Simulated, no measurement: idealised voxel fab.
Title: Process Module voxel local oxidation
For reference, the cross-section in this document is cut, with width 205 nm and square cells of 5 nm.
This document writes a cross-section as a grid whose cells are square, and gives it as bands, listed from the top down; one or more rows of cells form a band. It is stipulated that each band's entry specify, in nanometres, the height of the top of the band and then that of its bottom, followed by the materials of the band in left-to-right sequence, each together with its width in nanometres. A single material marked by the word "throughout" is understood to fill the band from edge to edge; the word "empty" is understood to denote empty space. Convention: height 0 is the level below which the wafer, as received, is all one material. The lowest band does not terminate at the bottom but continues downward, represented as "0 -> down". You'd read "30 to 40" like this: the band's top row of cells is as wide as the first number, its bottom row is as wide as the second, and going down, every row changes width by the same amount as the row before did. "no modification" after a step means that no cell of the cross-section changed. Any empty space of 8 cells or more lacking an open way to the top shows up in "Closed cavity list" as width x height at distance, distance from the left edge, in nm. Whatever follows a step's settings on its line is a remark the simulator itself makes about that step. The optional step-line setting "overlay nm" applies to steps with a mask and quantifies how far to the right of its planned location the mask lay, a negative value indicating leftward placement.

THESE ARE THE STEPS WE PLANNED FOR THE PROCESS
- 1: RECEIVE (material Si)
- 2: CONFORMAL_DEP (material SiO2; thk nm 5)
- 3: CONFORMAL_DEP (material SiN; thk nm 15)
- 4: DIRECTIONAL_DEP (material aC; thk nm 10)
- 5: PATTERN (tone cover; mask id ACTIVE; material resist; width nm 90; thk nm 30; overlay nm 0)
- 6: DIRECTIONAL_ETCH (etch materials aC; depth nm 10)
- 7: STRIP (etch materials resist)
- 8: DIRECTIONAL_ETCH (etch materials SiN; depth nm 15)
- 9: STRIP (etch materials aC)
- 10: SELECTIVE_ETCH (etch materials SiO2; depth nm 5)
- 11: OXIDIZE (depth nm 15)
- 12: STRIP (etch materials SiN)

THE FIRST OF THE TWO WAFERS, WHICH RAN AS PLANNED

CROSS-SECTION OF THE WAFER UPON ARRIVAL, REPRESENTING THE STATE REACHED AFTER STEP 1
- 0 -> down: Si throughout
- Closed cavity list: none

ONCE STEP 2 IS THROUGH, THE WAFER LOOKS LIKE THIS IN CROSS-SECTION
- 5 -> 0: SiO2 throughout
- Below 0 it's all the same as before, nothing changed down there.

ONCE STEP 3 IS THROUGH, THE WAFER LOOKS LIKE THIS IN CROSS-SECTION
- 20 -> 5: SiN throughout
- Below 5 it's all the same as before, nothing changed down there.

ONCE STEP 4 IS THROUGH, THE WAFER LOOKS LIKE THIS IN CROSS-SECTION
- 30 -> 20: aC throughout
- Below 20 it's all the same as before, nothing changed down there.

ONCE STEP 5 IS THROUGH, THE WAFER LOOKS LIKE THIS IN CROSS-SECTION
- 60 -> 30: empty 55 nm | resist 90 nm | empty 60 nm
- Below 30 it's all the same as before, nothing changed down there.

ONCE STEP 6 IS THROUGH, THE WAFER LOOKS LIKE THIS IN CROSS-SECTION
- 50 -> 30: empty 55 nm | resist 90 nm | empty 60 nm
- 30 -> 20: empty 55 nm | aC 90 nm | empty 60 nm
- Below 20 it's all the same as before, nothing changed down there.

ONCE STEP 7 IS THROUGH, THE WAFER LOOKS LIKE THIS IN CROSS-SECTION
- 30 -> 20: empty 55 nm | aC 90 nm | empty 60 nm
- Below 20 it's all the same as before, nothing changed down there.

ONCE STEP 8 IS THROUGH, THE WAFER LOOKS LIKE THIS IN CROSS-SECTION
- 30 -> 20: empty 55 nm | aC 90 nm | empty 60 nm
- 20 -> 5: empty 55 nm | SiN 90 nm | empty 60 nm
- Below 5 it's all the same as before, nothing changed down there.

ONCE STEP 9 IS THROUGH, THE WAFER LOOKS LIKE THIS IN CROSS-SECTION
- 20 -> 5: empty 55 nm | SiN 90 nm | empty 60 nm
- Below 5 it's all the same as before, nothing changed down there.

ONCE STEP 10 IS THROUGH, THE WAFER LOOKS LIKE THIS IN CROSS-SECTION
- 20 -> 5: empty 55 nm | SiN 90 nm | empty 60 nm
- 5 -> 0: empty 60 nm | SiO2 80 nm | empty 65 nm
- Below 0 it's all the same as before, nothing changed down there.

ONCE STEP 11 IS THROUGH, THE WAFER LOOKS LIKE THIS IN CROSS-SECTION
- 20 -> 5: empty 55 nm | SiN 90 nm | empty 60 nm
- 5 -> 0: empty 60 nm | SiO2 80 nm | empty 65 nm
- 0 -> -15: SiO2 75 nm | Si 50 nm | SiO2 80 nm
- Below -15 it's all the same as before, nothing changed down there.

ONCE STEP 12 IS THROUGH, THE WAFER LOOKS LIKE THIS IN CROSS-SECTION
- 5 -> 0: empty 60 nm | SiO2 80 nm | empty 65 nm
- Below 0 it's all the same as before, nothing changed down there.

COMPANION WAFER, THE SECOND OF TWO: SAME BEGINNING, SAME INTENDED SEQUENCE, ONE MISTAKE IN CARRYING IT OUT; THROUGH STEP 4 INCLUSIVE IT TRACKS THE FIRST EXACTLY

AT THE PLANNED END OF STEP 5, THE SECOND WAFER IN CROSS-SECTION
- 60 -> 30: empty 60 nm | resist 85 nm | empty 60 nm
- Below 30 it's all the same as before, nothing changed down there.

AT THE PLANNED END OF STEP 6, THE SECOND WAFER IN CROSS-SECTION
- 50 -> 30: empty 60 nm | resist 85 nm | empty 60 nm
- 30 -> 20: empty 60 nm | aC 85 nm | empty 60 nm
- Below 20 it's all the same as before, nothing changed down there.

AT THE PLANNED END OF STEP 7, THE SECOND WAFER IN CROSS-SECTION
- 30 -> 20: empty 60 nm | aC 85 nm | empty 60 nm
- Below 20 it's all the same as before, nothing changed down there.

AT THE PLANNED END OF STEP 8, THE SECOND WAFER IN CROSS-SECTION
- 30 -> 20: empty 60 nm | aC 85 nm | empty 60 nm
- 20 -> 5: empty 60 nm | SiN 85 nm | empty 60 nm
- Below 5 it's all the same as before, nothing changed down there.

AT THE PLANNED END OF STEP 9, THE SECOND WAFER IN CROSS-SECTION
- 20 -> 5: empty 60 nm | SiN 85 nm | empty 60 nm
- Below 5 it's all the same as before, nothing changed down there.

AT THE PLANNED END OF STEP 10, THE SECOND WAFER IN CROSS-SECTION
- 20 -> 5: empty 60 nm | SiN 85 nm | empty 60 nm
- 5 -> 0: empty 65 nm | SiO2 75 nm | empty 65 nm
- Below 0 it's all the same as before, nothing changed down there.

AT THE PLANNED END OF STEP 11, THE SECOND WAFER IN CROSS-SECTION
- 20 -> 5: empty 60 nm | SiN 85 nm | empty 60 nm
- 5 -> 0: empty 65 nm | SiO2 75 nm | empty 65 nm
- 0 -> -15: SiO2 80 nm | Si 45 nm | SiO2 80 nm
- Below -15 it's all the same as before, nothing changed down there.

AT THE PLANNED END OF STEP 12, THE SECOND WAFER IN CROSS-SECTION
- 5 -> 0: empty 65 nm | SiO2 75 nm | empty 65 nm
- Below 0 it's all the same as before, nothing changed down there.
Short version of what went wrong: step 5 did not happen as planned, as run it was PATTERN (tone cover; mask id ACTIVE; material resist; width nm 85; thk nm 30; overlay nm 0)
Once processing is complete, comparing cell counts shows that the second wafer has more or fewer of certain materials than the first: 3 fewer of Si; 2 more of SiO2
